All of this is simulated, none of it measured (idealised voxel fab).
process module | voxel fin reveal
cross-section cut | 265 nm wide | cells 5 nm
A cross-section is a grid of square cells, given in bands from the top down. A band is one or more rows of cells.
Each band's line starts with the height of the band's top and of its bottom, in nm. Then come its materials from left to right, each with its width in nm. One material with "throughout" fills the band from edge to edge. "air" is empty space.
Height 0 is the level under which the wafer as received is all one material. The lowest band goes on downwards, as in "0 down".
A width such as "30 to 40" changes by the same amount from each row of cells to the next, from the band's top row to its bottom row.
"no change" after a step means that no cell of the cross-section changed.
closed voids: empty space of 8 cells or more with no open way to the top, each as width x height at its distance from the left edge, in nm
after a step's settings: what the simulator itself notes on the step
overlay nm, on a step with a mask: how far to the right of its planned place the mask lay; to the left if negative
plan
1 op RECEIVE | material Si
2 op CONFORMAL_DEP | material SiN | thk nm 10
3 op DIRECTIONAL_DEP | material aC | thk nm 15
4 op PATTERN | tone cover | mask id FINS | material resist | width nm 15 | pitch nm 40 | thk nm 35 | overlay nm 0
5 op DIRECTIONAL_ETCH | etch materials aC | depth nm 15
6 op STRIP | etch materials resist
7 op DIRECTIONAL_ETCH | etch materials SiN | depth nm 10
8 op DIRECTIONAL_ETCH | etch materials Si | depth nm 30
9 op STRIP | etch materials aC
10 op OXIDIZE | depth nm 5
11 op FILL_DEP | material SiO2 | thk nm 10
12 op CMP | height nm 10
13 op SELECTIVE_ETCH | etch materials SiO2 | depth nm 30
14 op STRIP | etch materials SiN
15 op CONFORMAL_DEP | material SiO2 | thk nm 5
as received, after step 1
  0 down: Si throughout
  closed voids: none
first wafer at the end, as planned
  5 to 0: air 85 | SiO2 15 | air 25 | SiO2 15 | air 25 | SiO2 15 | air 85
  0 to -15: air 85 | SiO2 5 | Si 5 | SiO2 5 | air 25 | SiO2 5 | Si 5 | SiO2 5 | air 25 | SiO2 5 | Si 5 | SiO2 5 | air 85
  -15 to -35: SiO2 90 | Si 5 | SiO2 35 | Si 5 | SiO2 35 | Si 5 | SiO2 90
  -35 down: Si throughout
  closed voids: none
second wafer at the end: like start, like plan, one mistake
  5 to 0: air 80 | SiO2 15 | air 25 | SiO2 15 | air 25 | SiO2 15 | air 90
  0 to -15: air 80 | SiO2 5 | Si 5 | SiO2 5 | air 25 | SiO2 5 | Si 5 | SiO2 5 | air 25 | SiO2 5 | Si 5 | SiO2 5 | air 90
  -15 to -35: SiO2 85 | Si 5 | SiO2 35 | Si 5 | SiO2 35 | Si 5 | SiO2 95
  -35 down: Si throughout
  closed voids: none
what went wrong: step 4 ran as: op PATTERN | tone cover | mask id FINS | material resist | width nm 15 | pitch nm 40 | thk nm 35 | overlay nm -5
at the end the second wafer has, in cells: as many of each material as the first, in other places
